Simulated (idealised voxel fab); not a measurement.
voxel self aligned contacts: a process module
Xsec cut, 225 nm wide, square cell size 5 nm.
A cross-section is a grid of square cells, given in bands from the top down. A band is one or more rows of cells. It is stipulated that each band's entry specify, in nanometres, the height of the top of the band and then that of its bottom, followed by the materials of the band in left-to-right sequence, each together with its width in nanometres. A single material marked by the word "everywhere" is understood to fill the band from edge to edge; the word "empty" is understood to denote empty space. Height 0 is the level under which the wafer as received is all one material. The lowest band goes on downwards, as in "z 0 and below". The two numbers in a width such as "30->40" mark its ends across the band: the first belongs to the top row of cells, the second to the bottom row, and from each row to the next the width moves by the same amount. For the purposes of this document, the phrase "no alteration" attached to a step denotes that no cell within the cross-section was modified by that step. This entry, "Trapped void list", enumerates those empty regions of no fewer than 8 cells that possess no open connection to the top. Each region is reported in the form width x height at distance, the distance being taken from the left edge, with all three quantities expressed in nm. Formally, on a step line, whatever follows the settings is a remark that the simulator itself makes on the step. "overlay nm" on a masked step: distance the mask lay right of its planned place, negative for left. Everything after this point is organized in pairs: a cross-section before one process step, a cross-section after it that shows only as deep as the lowest changed band, and, under the pair, the intervening step with its settings. Because different runs of this module on the same starting wafer can supply different pairs, a pair continues from the pair above it only if its entry headed "Pre-step" says so.

Pre-step
- z 0 and below | Si everywhere
- Trapped void list: none

Section, Post-Step
- z 0 to -5 | SiO2 everywhere
- Below -5, no change.
- Trapped void list: none
The cross-sections above show the structure before and after this step: OXIDIZE,depth nm 5

Pre-step: For the state before this step, see the after cross-section of the pair located directly above.

Section, Post-Step
- z 30 to 0 | polySi everywhere
- Below 0, no change.
- Trapped void list: none
The cross-sections above show the structure before and after this step: DIRECTIONAL_DEP,material polySi,thk nm 30

Pre-step: For the state before this step, see the after cross-section of the pair located directly above.

Section, Post-Step
- z 45 to 30 | SiN everywhere
- Below 30, no change.
- Trapped void list: none
The cross-sections above show the structure before and after this step: DIRECTIONAL_DEP,material SiN,thk nm 15

Pre-step: For the state before this step, see the after cross-section of the pair located directly above.

Section, Post-Step
- z 45 to 30 | 40 of empty; 30 of SiN; 25 of empty; 30 of SiN; 25 of empty; 30 of SiN; 45 of empty
- Below 30, no change.
- Trapped void list: none
The cross-sections above show the structure before and after this step: MASKED_ETCH,tone cover,mask id GATE,width nm 30,pitch nm 55,etch materials SiN,depth nm 15,overlay nm 0

Pre-step: For the state before this step, see the after cross-section of the pair located directly above.

Section, Post-Step
- z 45 to 30 | 40 of empty; 30 of SiN; 25 of empty; 30 of SiN; 25 of empty; 30 of SiN; 45 of empty
- z 30 to 0 | 40 of empty; 30 of polySi; 25 of empty; 30 of polySi; 25 of empty; 30 of polySi; 45 of empty
- Below 0, no change.
- Trapped void list: none
The cross-sections above show the structure before and after this step: MASKED_ETCH,tone cover,mask id GATE,width nm 30,pitch nm 55,etch materials polySi,depth nm 30,overlay nm 0

Pre-step: For the state before this step, see the after cross-section of the pair located directly above.

Section, Post-Step
- z 50 to 30 | 35 of empty; 40 of SiN; 15 of empty; 40 of SiN; 15 of empty; 40 of SiN; 40 of empty
- z 30 to 5 | 35 of empty; 5 of SiN; 30 of polySi; 5 of SiN; 15 of empty; 5 of SiN; 30 of polySi; 5 of SiN; 15 of empty; 5 of SiN; 30 of polySi; 5 of SiN; 40 of empty
- z 5 to 0 | 40 of SiN; 30 of polySi; 25 of SiN; 30 of polySi; 25 of SiN; 30 of polySi; 45 of SiN
- Below 0, no change.
- Trapped void list: none
The cross-sections above show the structure before and after this step: CONFORMAL_DEP,material SiN,thk nm 5

Pre-step: For the state before this step, see the after cross-section of the pair located directly above.

Section, Post-Step
- z 45 to 30 | 35 of empty; 40 of SiN; 15 of empty; 40 of SiN; 15 of empty; 40 of SiN; 40 of empty
- z 30 to 0 | 35 of empty; 5 of SiN; 30 of polySi; 5 of SiN; 15 of empty; 5 of SiN; 30 of polySi; 5 of SiN; 15 of empty; 5 of SiN; 30 of polySi; 5 of SiN; 40 of empty
- Below 0, no change.
- Trapped void list: none
The cross-sections above show the structure before and after this step: DIRECTIONAL_ETCH,etch materials SiN,depth nm 5

Pre-step: For the state before this step, see the after cross-section of the pair located directly above.

Section, Post-Step
- z 65 to 45 | SiO2 everywhere
- z 45 to 30 | 35 of SiO2; 40 of SiN; 15 of SiO2; 40 of SiN; 15 of SiO2; 40 of SiN; 40 of SiO2
- z 30 to 0 | 35 of SiO2; 5 of SiN; 30 of polySi; 5 of SiN; 15 of SiO2; 5 of SiN; 30 of polySi; 5 of SiN; 15 of SiO2; 5 of SiN; 30 of polySi; 5 of SiN; 40 of SiO2
- Below 0, no change.
- Trapped void list: none
The cross-sections above show the structure before and after this step: FILL_DEP,material SiO2,thk nm 20

Pre-step: For the state before this step, see the after cross-section of the pair located directly above.

Section, Post-Step
- z 55 to 45 | SiO2 everywhere
- Below 45, no change.
- Trapped void list: none
The cross-sections above show the structure before and after this step: CMP,height nm 55

Pre-step: For the state before this step, see the after cross-section of the pair located directly above.

Section, Post-Step
- z 55 to 45 | 65 of SiO2; 35 of empty; 20 of SiO2; 35 of empty; 70 of SiO2
- z 45 to 30 | 35 of SiO2; 40 of SiN; 15 of empty; 40 of SiN; 15 of empty; 40 of SiN; 40 of SiO2
- z 30 to 0 | 35 of SiO2; 5 of SiN; 30 of polySi; 5 of SiN; 15 of empty; 5 of SiN; 30 of polySi; 5 of SiN; 15 of empty; 5 of SiN; 30 of polySi; 5 of SiN; 40 of SiO2
- z 0 to -5 | 75 of SiO2; 15 of empty; 40 of SiO2; 15 of empty; 80 of SiO2
- Below -5, no change.
- Trapped void list: none
The cross-sections above show the structure before and after this step: MASKED_ETCH,tone open,mask id CONTACT,width nm 35,pitch nm 55,etch materials SiO2,depth nm 60,overlay nm 0

Pre-step: For the state before this step, see the after cross-section of the pair located directly above.

Section, Post-Step
- z 60 to 55 | 70 of TiN; 25 of empty; 30 of TiN; 25 of empty; 75 of TiN
- z 55 to 45 | 65 of SiO2; 5->15 of TiN; 25->5 of empty; 5->15 of TiN; 20 of SiO2; 5->15 of TiN; 25->5 of empty; 5->15 of TiN; 70 of SiO2
- z 45 to 30 | 35 of SiO2; 40 of SiN; 5 of TiN; 5 of empty; 5 of TiN; 40 of SiN; 5 of TiN; 5 of empty; 5 of TiN; 40 of SiN; 40 of SiO2
- z 30 to 0 | 35 of SiO2; 5 of SiN; 30 of polySi; 5 of SiN; 5 of TiN; 5 of empty; 5 of TiN; 5 of SiN; 30 of polySi; 5 of SiN; 5 of TiN; 5 of empty; 5 of TiN; 5 of SiN; 30 of polySi; 5 of SiN; 40 of SiO2
- z 0 to -5 | 75 of SiO2; 15 of TiN; 40 of SiO2; 15 of TiN; 80 of SiO2
- Below -5, no change.
- Trapped void list: none
The cross-sections above show the structure before and after this step: CONFORMAL_DEP,material TiN,thk nm 5

Pre-step: For the state before this step, see the after cross-section of the pair located directly above.

Section, Post-Step
- z 70 to 60 | W everywhere
- z 60 to 55 | 70 of TiN; 25 of W; 30 of TiN; 25 of W; 75 of TiN
- z 55 to 45 | 65 of SiO2; 5->15 of TiN; 25->5 of W; 5->15 of TiN; 20 of SiO2; 5->15 of TiN; 25->5 of W; 5->15 of TiN; 70 of SiO2
- z 45 to 30 | 35 of SiO2; 40 of SiN; 5 of TiN; 5 of W; 5 of TiN; 40 of SiN; 5 of TiN; 5 of W; 5 of TiN; 40 of SiN; 40 of SiO2
- z 30 to 0 | 35 of SiO2; 5 of SiN; 30 of polySi; 5 of SiN; 5 of TiN; 5 of W; 5 of TiN; 5 of SiN; 30 of polySi; 5 of SiN; 5 of TiN; 5 of W; 5 of TiN; 5 of SiN; 30 of polySi; 5 of SiN; 40 of SiO2
- Below 0, no change.
- Trapped void list: none
The cross-sections above show the structure before and after this step: FILL_DEP,material W,thk nm 10

Pre-step: For the state before this step, see the after cross-section of the pair located directly above.

Section, Post-Step
- z 55 to 45 | 65 of SiO2; 5->15 of TiN; 25->5 of W; 5->15 of TiN; 20 of SiO2; 5->15 of TiN; 25->5 of W; 5->15 of TiN; 70 of SiO2
- Below 45, no change.
- Trapped void list: none
The cross-sections above show the structure before and after this step: CMP,height nm 55

Pre-step: For the state before this step, see the after cross-section of the pair located directly above.

Section, Post-Step
- z 60 to 55 | SiN everywhere
- Below 55, no change.
- Trapped void list: none
The cross-sections above show the structure before and after this step: CONFORMAL_DEP,material SiN,thk nm 5

Pre-step
- z 45 to 30 | 40 of empty; 30 of SiN; 25 of empty; 30 of SiN; 25 of empty; 30 of SiN; 45 of empty
- z 30 to 0 | 40 of empty; 30 of polySi; 25 of empty; 30 of polySi; 25 of empty; 30 of polySi; 45 of empty
- z 0 to -5 | SiO2 everywhere
- z -5 and below | Si everywhere
- Trapped void list: none

Section, Post-Step
- z 40 to 30 | 40 of empty; 30 of SiN; 25 of empty; 30 of SiN; 25 of empty; 30 of SiN; 45 of empty
- Below 30, no change.
- Trapped void list: none
The cross-sections above show the structure before and after this step: DIRECTIONAL_ETCH,etch materials SiN,depth nm 5

Pre-step: For the state before this step, see the after cross-section of the pair located directly above.

Section, Post-Step
- z 60 to 40 | SiO2 everywhere
- z 40 to 30 | 40 of SiO2; 30 of SiN; 25 of SiO2; 30 of SiN; 25 of SiO2; 30 of SiN; 45 of SiO2
- z 30 to 0 | 40 of SiO2; 30 of polySi; 25 of SiO2; 30 of polySi; 25 of SiO2; 30 of polySi; 45 of SiO2
- Below 0, no change.
- Trapped void list: none
The cross-sections above show the structure before and after this step: FILL_DEP,material SiO2,thk nm 20

Pre-step: For the state before this step, see the after cross-section of the pair located directly above.

Section, Post-Step
- z 55 to 40 | SiO2 everywhere
- Below 40, no change.
- Trapped void list: none
The cross-sections above show the structure before and after this step: CMP,height nm 55

Pre-step: For the state before this step, see the after cross-section of the pair located directly above.

Section, Post-Step
- z 55 to 40 | 65 of SiO2; 35 of empty; 20 of SiO2; 35 of empty; 70 of SiO2
- z 40 to 30 | 40 of SiO2; 30 of SiN; 25 of empty; 30 of SiN; 25 of empty; 30 of SiN; 45 of SiO2
- z 30 to 0 | 40 of SiO2; 30 of polySi; 25 of empty; 30 of polySi; 25 of empty; 30 of polySi; 45 of SiO2
- z 0 to -5 | 70 of SiO2; 25 of empty; 30 of SiO2; 25 of empty; 75 of SiO2
- Below -5, no change.
- Trapped void list: none
The cross-sections above show the structure before and after this step: MASKED_ETCH,tone open,mask id CONTACT,width nm 35,pitch nm 55,etch materials SiO2,depth nm 60,overlay nm 0

Pre-step: For the state before this step, see the after cross-section of the pair located directly above.

Section, Post-Step
- z 60 to 55 | 70 of TiN; 25 of empty; 30 of TiN; 25 of empty; 75 of TiN
- z 55 to 45 | 65 of SiO2; 5 of TiN; 25 of empty; 5 of TiN; 20 of SiO2; 5 of TiN; 25 of empty; 5 of TiN; 70 of SiO2
- z 45 to 40 | 65 of SiO2; 10 of TiN; 15 of empty; 10 of TiN; 20 of SiO2; 10 of TiN; 15 of empty; 10 of TiN; 70 of SiO2
- z 40 to 30 | 40 of SiO2; 30 of SiN; 5 of TiN; 15 of empty; 5 of TiN; 30 of SiN; 5 of TiN; 15 of empty; 5 of TiN; 30 of SiN; 45 of SiO2
- z 30 to 0 | 40 of SiO2; 30 of polySi; 5 of TiN; 15 of empty; 5 of TiN; 30 of polySi; 5 of TiN; 15 of empty; 5 of TiN; 30 of polySi; 45 of SiO2
- z 0 to -5 | 70 of SiO2; 25 of TiN; 30 of SiO2; 25 of TiN; 75 of SiO2
- Below -5, no change.
- Trapped void list: none
The cross-sections above show the structure before and after this step: CONFORMAL_DEP,material TiN,thk nm 5

Pre-step: For the state before this step, see the after cross-section of the pair located directly above.

Section, Post-Step
- z 70 to 60 | W everywhere
- z 60 to 55 | 70 of TiN; 25 of W; 30 of TiN; 25 of W; 75 of TiN
- z 55 to 45 | 65 of SiO2; 5 of TiN; 25 of W; 5 of TiN; 20 of SiO2; 5 of TiN; 25 of W; 5 of TiN; 70 of SiO2
- z 45 to 40 | 65 of SiO2; 10 of TiN; 15 of W; 10 of TiN; 20 of SiO2; 10 of TiN; 15 of W; 10 of TiN; 70 of SiO2
- z 40 to 30 | 40 of SiO2; 30 of SiN; 5 of TiN; 15 of W; 5 of TiN; 30 of SiN; 5 of TiN; 15 of W; 5 of TiN; 30 of SiN; 45 of SiO2
- z 30 to 0 | 40 of SiO2; 30 of polySi; 5 of TiN; 15 of W; 5 of TiN; 30 of polySi; 5 of TiN; 15 of W; 5 of TiN; 30 of polySi; 45 of SiO2
- Below 0, no change.
- Trapped void list: none
The cross-sections above show the structure before and after this step: FILL_DEP,material W,thk nm 10

Pre-step: For the state before this step, see the after cross-section of the pair located directly above.

Section, Post-Step
- z 55 to 45 | 65 of SiO2; 5 of TiN; 25 of W; 5 of TiN; 20 of SiO2; 5 of TiN; 25 of W; 5 of TiN; 70 of SiO2
- Below 45, no change.
- Trapped void list: none
The cross-sections above show the structure before and after this step: CMP,height nm 55

Pre-step: For the state before this step, see the after cross-section of the pair located directly above.

Section, Post-Step
- z 60 to 55 | SiN everywhere
- Below 55, no change.
- Trapped void list: none
The cross-sections above show the structure before and after this step: CONFORMAL_DEP,material SiN,thk nm 5

Pre-step
- z 45 to 30 | SiN everywhere
- z 30 to 0 | polySi everywhere
- z 0 to -5 | SiO2 everywhere
- z -5 and below | Si everywhere
- Trapped void list: none

Section, Post-Step
- z 60 to 30 | SiN everywhere
- Below 30, no change.
- Trapped void list: none
The cross-sections above show the structure before and after this step: DIRECTIONAL_DEP,material SiN,thk nm 15

Pre-step: For the state before this step, see the after cross-section of the pair located directly above.

Section, Post-Step
- z 60 to 45 | 40 of empty; 30 of SiN; 25 of empty; 30 of SiN; 25 of empty; 30 of SiN; 45 of empty
- Below 45, no change.
- Trapped void list: none
The cross-sections above show the structure before and after this step: MASKED_ETCH,tone cover,mask id GATE,width nm 30,pitch nm 55,etch materials SiN,depth nm 15,overlay nm 0

Pre-step: For the state before this step, see the after cross-section of the pair located directly above.

Section, Post-Step
- z 65 to 50 | 35 of empty; 40 of SiN; 15 of empty; 40 of SiN; 15 of empty; 40 of SiN; 40 of empty
- z 50 to 30 | SiN everywhere
- Below 30, no change.
- Trapped void list: none
The cross-sections above show the structure before and after this step: CONFORMAL_DEP,material SiN,thk nm 5

Pre-step: For the state before this step, see the after cross-section of the pair located directly above.

Section, Post-Step
- z 60 to 45 | 35 of empty; 40 of SiN; 15 of empty; 40 of SiN; 15 of empty; 40 of SiN; 40 of empty
- Below 45, no change.
- Trapped void list: none
The cross-sections above show the structure before and after this step: DIRECTIONAL_ETCH,etch materials SiN,depth nm 5

Pre-step: For the state before this step, see the after cross-section of the pair located directly above.

Section, Post-Step
- z 80 to 60 | SiO2 everywhere
- z 60 to 45 | 35 of SiO2; 40 of SiN; 15 of SiO2; 40 of SiN; 15 of SiO2; 40 of SiN; 40 of SiO2
- Below 45, no change.
- Trapped void list: none
The cross-sections above show the structure before and after this step: FILL_DEP,material SiO2,thk nm 20

Pre-step: For the state before this step, see the after cross-section of the pair located directly above.

Section, Post-Step
- z 55 to 45 | 35 of SiO2; 40 of SiN; 15 of SiO2; 40 of SiN; 15 of SiO2; 40 of SiN; 40 of SiO2
- Below 45, no change.
- Trapped void list: none
The cross-sections above show the structure before and after this step: CMP,height nm 55

Pre-step: For the state before this step, see the after cross-section of the pair located directly above.

Section, Post-Step
- z 55 to 45 | 35 of SiO2; 40 of SiN; 15 of empty; 40 of SiN; 15 of empty; 40 of SiN; 40 of SiO2
- Below 45, no change.
- Trapped void list: none
The cross-sections above show the structure before and after this step: MASKED_ETCH,tone open,mask id CONTACT,width nm 35,pitch nm 55,etch materials SiO2,depth nm 60,overlay nm 0

Pre-step: For the state before this step, see the after cross-section of the pair located directly above.

Section, Post-Step
- z 60 to 55 | 80 of TiN; 5 of empty; 50 of TiN; 5 of empty; 85 of TiN
- z 55 to 50 | 35 of SiO2; 40 of SiN; 5 of TiN; 5 of empty; 5 of TiN; 40 of SiN; 5 of TiN; 5 of empty; 5 of TiN; 40 of SiN; 40 of SiO2
- z 50 to 45 | 35 of SiO2; 40 of SiN; 15 of TiN; 40 of SiN; 15 of TiN; 40 of SiN; 40 of SiO2
- Below 45, no change.
- Trapped void list: none
The cross-sections above show the structure before and after this step: CONFORMAL_DEP,material TiN,thk nm 5

Pre-step: For the state before this step, see the after cross-section of the pair located directly above.

Section, Post-Step
- z 70 to 60 | W everywhere
- z 60 to 55 | 80 of TiN; 5 of W; 50 of TiN; 5 of W; 85 of TiN
- z 55 to 50 | 35 of SiO2; 40 of SiN; 5 of TiN; 5 of W; 5 of TiN; 40 of SiN; 5 of TiN; 5 of W; 5 of TiN; 40 of SiN; 40 of SiO2
- Below 50, no change.
- Trapped void list: none
The cross-sections above show the structure before and after this step: FILL_DEP,material W,thk nm 10

Pre-step: For the state before this step, see the after cross-section of the pair located directly above.

Section, Post-Step
- z 55 to 50 | 35 of SiO2; 40 of SiN; 5 of TiN; 5 of W; 5 of TiN; 40 of SiN; 5 of TiN; 5 of W; 5 of TiN; 40 of SiN; 40 of SiO2
- Below 50, no change.
- Trapped void list: none
The cross-sections above show the structure before and after this step: CMP,height nm 55

Pre-step: For the state before this step, see the after cross-section of the pair located directly above.

Section, Post-Step
- z 60 to 55 | SiN everywhere
- Below 55, no change.
- Trapped void list: none
The cross-sections above show the structure before and after this step: CONFORMAL_DEP,material SiN,thk nm 5

Pre-step
- z 40 to 30 | 40 of empty; 30 of SiN; 25 of empty; 30 of SiN; 25 of empty; 30 of SiN; 45 of empty
- z 30 to 0 | 40 of empty; 30 of polySi; 25 of empty; 30 of polySi; 25 of empty; 30 of polySi; 45 of empty
- z 0 to -5 | SiO2 everywhere
- z -5 and below | Si everywhere
- Trapped void list: none

Section, Post-Step
- z 45 to 30 | 35 of empty; 40 of SiN; 15 of empty; 40 of SiN; 15 of empty; 40 of SiN; 40 of empty
- z 30 to 5 | 35 of empty; 5 of SiN; 30 of polySi; 5 of SiN; 15 of empty; 5 of SiN; 30 of polySi; 5 of SiN; 15 of empty; 5 of SiN; 30 of polySi; 5 of SiN; 40 of empty
- z 5 to 0 | 40 of SiN; 30 of polySi; 25 of SiN; 30 of polySi; 25 of SiN; 30 of polySi; 45 of SiN
- Below 0, no change.
- Trapped void list: none
The cross-sections above show the structure before and after this step: CONFORMAL_DEP,material SiN,thk nm 5

Pre-step: For the state before this step, see the after cross-section of the pair located directly above.

Section, Post-Step
- z 65 to 45 | SiO2 everywhere
- z 45 to 30 | 35 of SiO2; 40 of SiN; 15 of SiO2; 40 of SiN; 15 of SiO2; 40 of SiN; 40 of SiO2
- z 30 to 5 | 35 of SiO2; 5 of SiN; 30 of polySi; 5 of SiN; 15 of SiO2; 5 of SiN; 30 of polySi; 5 of SiN; 15 of SiO2; 5 of SiN; 30 of polySi; 5 of SiN; 40 of SiO2
- Below 5, no change.
- Trapped void list: none
The cross-sections above show the structure before and after this step: FILL_DEP,material SiO2,thk nm 20

Pre-step: For the state before this step, see the after cross-section of the pair located directly above.

Section, Post-Step
- z 55 to 45 | SiO2 everywhere
- Below 45, no change.
- Trapped void list: none
The cross-sections above show the structure before and after this step: CMP,height nm 55

Pre-step: For the state before this step, see the after cross-section of the pair located directly above.

Section, Post-Step
- z 55 to 45 | 65 of SiO2; 35 of empty; 20 of SiO2; 35 of empty; 70 of SiO2
- z 45 to 30 | 35 of SiO2; 40 of SiN; 15 of empty; 40 of SiN; 15 of empty; 40 of SiN; 40 of SiO2
- z 30 to 5 | 35 of SiO2; 5 of SiN; 30 of polySi; 5 of SiN; 15 of empty; 5 of SiN; 30 of polySi; 5 of SiN; 15 of empty; 5 of SiN; 30 of polySi; 5 of SiN; 40 of SiO2
- Below 5, no change.
- Trapped void list: none
The cross-sections above show the structure before and after this step: MASKED_ETCH,tone open,mask id CONTACT,width nm 35,pitch nm 55,etch materials SiO2,depth nm 60,overlay nm 0

Pre-step: For the state before this step, see the after cross-section of the pair located directly above.

Section, Post-Step
- z 60 to 55 | 70 of TiN; 25 of empty; 30 of TiN; 25 of empty; 75 of TiN
- z 55 to 45 | 65 of SiO2; 5->15 of TiN; 25->5 of empty; 5->15 of TiN; 20 of SiO2; 5->15 of TiN; 25->5 of empty; 5->15 of TiN; 70 of SiO2
- z 45 to 30 | 35 of SiO2; 40 of SiN; 5 of TiN; 5 of empty; 5 of TiN; 40 of SiN; 5 of TiN; 5 of empty; 5 of TiN; 40 of SiN; 40 of SiO2
- z 30 to 10 | 35 of SiO2; 5 of SiN; 30 of polySi; 5 of SiN; 5 of TiN; 5 of empty; 5 of TiN; 5 of SiN; 30 of polySi; 5 of SiN; 5 of TiN; 5 of empty; 5 of TiN; 5 of SiN; 30 of polySi; 5 of SiN; 40 of SiO2
- z 10 to 5 | 35 of SiO2; 5 of SiN; 30 of polySi; 5 of SiN; 15 of TiN; 5 of SiN; 30 of polySi; 5 of SiN; 15 of TiN; 5 of SiN; 30 of polySi; 5 of SiN; 40 of SiO2
- Below 5, no change.
- Trapped void list: none
The cross-sections above show the structure before and after this step: CONFORMAL_DEP,material TiN,thk nm 5

Pre-step: For the state before this step, see the after cross-section of the pair located directly above.

Section, Post-Step
- z 70 to 60 | W everywhere
- z 60 to 55 | 70 of TiN; 25 of W; 30 of TiN; 25 of W; 75 of TiN
- z 55 to 45 | 65 of SiO2; 5->15 of TiN; 25->5 of W; 5->15 of TiN; 20 of SiO2; 5->15 of TiN; 25->5 of W; 5->15 of TiN; 70 of SiO2
- z 45 to 30 | 35 of SiO2; 40 of SiN; 5 of TiN; 5 of W; 5 of TiN; 40 of SiN; 5 of TiN; 5 of W; 5 of TiN; 40 of SiN; 40 of SiO2
- z 30 to 10 | 35 of SiO2; 5 of SiN; 30 of polySi; 5 of SiN; 5 of TiN; 5 of W; 5 of TiN; 5 of SiN; 30 of polySi; 5 of SiN; 5 of TiN; 5 of W; 5 of TiN; 5 of SiN; 30 of polySi; 5 of SiN; 40 of SiO2
- Below 10, no change.
- Trapped void list: none
The cross-sections above show the structure before and after this step: FILL_DEP,material W,thk nm 10

Pre-step: For the state before this step, see the after cross-section of the pair located directly above.

Section, Post-Step
- z 55 to 45 | 65 of SiO2; 5->15 of TiN; 25->5 of W; 5->15 of TiN; 20 of SiO2; 5->15 of TiN; 25->5 of W; 5->15 of TiN; 70 of SiO2
- Below 45, no change.
- Trapped void list: none
The cross-sections above show the structure before and after this step: CMP,height nm 55

Pre-step: For the state before this step, see the after cross-section of the pair located directly above.

Section, Post-Step
- z 60 to 55 | SiN everywhere
- Below 55, no change.
- Trapped void list: none
The cross-sections above show the structure before and after this step: CONFORMAL_DEP,material SiN,thk nm 5

Pre-step
- z 0 and below | Si everywhere
- Trapped void list: none

Section, Post-Step
- z 0 to -15 | SiO2 everywhere
- Below -15, no change.
- Trapped void list: none
The cross-sections above show the structure before and after this step: OXIDIZE,depth nm 15

Pre-step: For the state before this step, see the after cross-section of the pair located directly above.

Section, Post-Step
- z 30 to 0 | polySi everywhere
- Below 0, no change.
- Trapped void list: none
The cross-sections above show the structure before and after this step: DIRECTIONAL_DEP,material polySi,thk nm 30

Pre-step: For the state before this step, see the after cross-section of the pair located directly above.

Section, Post-Step
- z 45 to 30 | SiN everywhere
- Below 30, no change.
- Trapped void list: none
The cross-sections above show the structure before and after this step: DIRECTIONAL_DEP,material SiN,thk nm 15

Pre-step: For the state before this step, see the after cross-section of the pair located directly above.

Section, Post-Step
- z 45 to 30 | 40 of empty; 30 of SiN; 25 of empty; 30 of SiN; 25 of empty; 30 of SiN; 45 of empty
- Below 30, no change.
- Trapped void list: none
The cross-sections above show the structure before and after this step: MASKED_ETCH,tone cover,mask id GATE,width nm 30,pitch nm 55,etch materials SiN,depth nm 15,overlay nm 0

Pre-step: For the state before this step, see the after cross-section of the pair located directly above.

Section, Post-Step
- z 45 to 30 | 40 of empty; 30 of SiN; 25 of empty; 30 of SiN; 25 of empty; 30 of SiN; 45 of empty
- z 30 to 0 | 40 of empty; 30 of polySi; 25 of empty; 30 of polySi; 25 of empty; 30 of polySi; 45 of empty
- Below 0, no change.
- Trapped void list: none
The cross-sections above show the structure before and after this step: MASKED_ETCH,tone cover,mask id GATE,width nm 30,pitch nm 55,etch materials polySi,depth nm 30,overlay nm 0

Pre-step: For the state before this step, see the after cross-section of the pair located directly above.

Section, Post-Step
- z 50 to 30 | 35 of empty; 40 of SiN; 15 of empty; 40 of SiN; 15 of empty; 40 of SiN; 40 of empty
- z 30 to 5 | 35 of empty; 5 of SiN; 30 of polySi; 5 of SiN; 15 of empty; 5 of SiN; 30 of polySi; 5 of SiN; 15 of empty; 5 of SiN; 30 of polySi; 5 of SiN; 40 of empty
- z 5 to 0 | 40 of SiN; 30 of polySi; 25 of SiN; 30 of polySi; 25 of SiN; 30 of polySi; 45 of SiN
- Below 0, no change.
- Trapped void list: none
The cross-sections above show the structure before and after this step: CONFORMAL_DEP,material SiN,thk nm 5

Pre-step: For the state before this step, see the after cross-section of the pair located directly above.

Section, Post-Step
- z 45 to 30 | 35 of empty; 40 of SiN; 15 of empty; 40 of SiN; 15 of empty; 40 of SiN; 40 of empty
- z 30 to 0 | 35 of empty; 5 of SiN; 30 of polySi; 5 of SiN; 15 of empty; 5 of SiN; 30 of polySi; 5 of SiN; 15 of empty; 5 of SiN; 30 of polySi; 5 of SiN; 40 of empty
- Below 0, no change.
- Trapped void list: none
The cross-sections above show the structure before and after this step: DIRECTIONAL_ETCH,etch materials SiN,depth nm 5

Pre-step: For the state before this step, see the after cross-section of the pair located directly above.

Section, Post-Step
- z 65 to 45 | SiO2 everywhere
- z 45 to 30 | 35 of SiO2; 40 of SiN; 15 of SiO2; 40 of SiN; 15 of SiO2; 40 of SiN; 40 of SiO2
- z 30 to 0 | 35 of SiO2; 5 of SiN; 30 of polySi; 5 of SiN; 15 of SiO2; 5 of SiN; 30 of polySi; 5 of SiN; 15 of SiO2; 5 of SiN; 30 of polySi; 5 of SiN; 40 of SiO2
- Below 0, no change.
- Trapped void list: none
The cross-sections above show the structure before and after this step: FILL_DEP,material SiO2,thk nm 20

Pre-step: For the state before this step, see the after cross-section of the pair located directly above.

Section, Post-Step
- z 55 to 45 | SiO2 everywhere
- Below 45, no change.
- Trapped void list: none
The cross-sections above show the structure before and after this step: CMP,height nm 55

Pre-step: For the state before this step, see the after cross-section of the pair located directly above.

Section, Post-Step
- z 55 to 45 | 65 of SiO2; 35 of empty; 20 of SiO2; 35 of empty; 70 of SiO2
- z 45 to 30 | 35 of SiO2; 40 of SiN; 15 of empty; 40 of SiN; 15 of empty; 40 of SiN; 40 of SiO2
- z 30 to 0 | 35 of SiO2; 5 of SiN; 30 of polySi; 5 of SiN; 15 of empty; 5 of SiN; 30 of polySi; 5 of SiN; 15 of empty; 5 of SiN; 30 of polySi; 5 of SiN; 40 of SiO2
- z 0 to -5 | 75 of SiO2; 15 of empty; 40 of SiO2; 15 of empty; 80 of SiO2
- Below -5, no change.
- Trapped void list: none
The cross-sections above show the structure before and after this step: MASKED_ETCH,tone open,mask id CONTACT,width nm 35,pitch nm 55,etch materials SiO2,depth nm 60,overlay nm 0

Pre-step: For the state before this step, see the after cross-section of the pair located directly above.

Section, Post-Step
- z 60 to 55 | 70 of TiN; 25 of empty; 30 of TiN; 25 of empty; 75 of TiN
- z 55 to 45 | 65 of SiO2; 5->15 of TiN; 25->5 of empty; 5->15 of TiN; 20 of SiO2; 5->15 of TiN; 25->5 of empty; 5->15 of TiN; 70 of SiO2
- z 45 to 30 | 35 of SiO2; 40 of SiN; 5 of TiN; 5 of empty; 5 of TiN; 40 of SiN; 5 of TiN; 5 of empty; 5 of TiN; 40 of SiN; 40 of SiO2
- z 30 to 0 | 35 of SiO2; 5 of SiN; 30 of polySi; 5 of SiN; 5 of TiN; 5 of empty; 5 of TiN; 5 of SiN; 30 of polySi; 5 of SiN; 5 of TiN; 5 of empty; 5 of TiN; 5 of SiN; 30 of polySi; 5 of SiN; 40 of SiO2
- z 0 to -5 | 75 of SiO2; 15 of TiN; 40 of SiO2; 15 of TiN; 80 of SiO2
- Below -5, no change.
- Trapped void list: none
The cross-sections above show the structure before and after this step: CONFORMAL_DEP,material TiN,thk nm 5

Pre-step: For the state before this step, see the after cross-section of the pair located directly above.

Section, Post-Step
- z 70 to 60 | W everywhere
- z 60 to 55 | 70 of TiN; 25 of W; 30 of TiN; 25 of W; 75 of TiN
- z 55 to 45 | 65 of SiO2; 5->15 of TiN; 25->5 of W; 5->15 of TiN; 20 of SiO2; 5->15 of TiN; 25->5 of W; 5->15 of TiN; 70 of SiO2
- z 45 to 30 | 35 of SiO2; 40 of SiN; 5 of TiN; 5 of W; 5 of TiN; 40 of SiN; 5 of TiN; 5 of W; 5 of TiN; 40 of SiN; 40 of SiO2
- z 30 to 0 | 35 of SiO2; 5 of SiN; 30 of polySi; 5 of SiN; 5 of TiN; 5 of W; 5 of TiN; 5 of SiN; 30 of polySi; 5 of SiN; 5 of TiN; 5 of W; 5 of TiN; 5 of SiN; 30 of polySi; 5 of SiN; 40 of SiO2
- Below 0, no change.
- Trapped void list: none
The cross-sections above show the structure before and after this step: FILL_DEP,material W,thk nm 10

Pre-step: For the state before this step, see the after cross-section of the pair located directly above.

Section, Post-Step
- z 55 to 45 | 65 of SiO2; 5->15 of TiN; 25->5 of W; 5->15 of TiN; 20 of SiO2; 5->15 of TiN; 25->5 of W; 5->15 of TiN; 70 of SiO2
- Below 45, no change.
- Trapped void list: none
The cross-sections above show the structure before and after this step: CMP,height nm 55

Pre-step: For the state before this step, see the after cross-section of the pair located directly above.

Section, Post-Step
- z 60 to 55 | SiN everywhere
- Below 55, no change.
- Trapped void list: none
The cross-sections above show the structure before and after this step: CONFORMAL_DEP,material SiN,thk nm 5

Pre-step
- z 45 to 30 | SiN everywhere
- z 30 to 0 | polySi everywhere
- z 0 to -5 | SiO2 everywhere
- z -5 and below | Si everywhere
- Trapped void list: none

Section, Post-Step
- z 45 to 30 | 45 of empty; 25 of SiN; 30 of empty; 25 of SiN; 30 of empty; 25 of SiN; 45 of empty
- Below 30, no change.
- Trapped void list: none
The cross-sections above show the structure before and after this step: MASKED_ETCH,tone cover,mask id GATE,width nm 25,pitch nm 55,etch materials SiN,depth nm 15,overlay nm 0
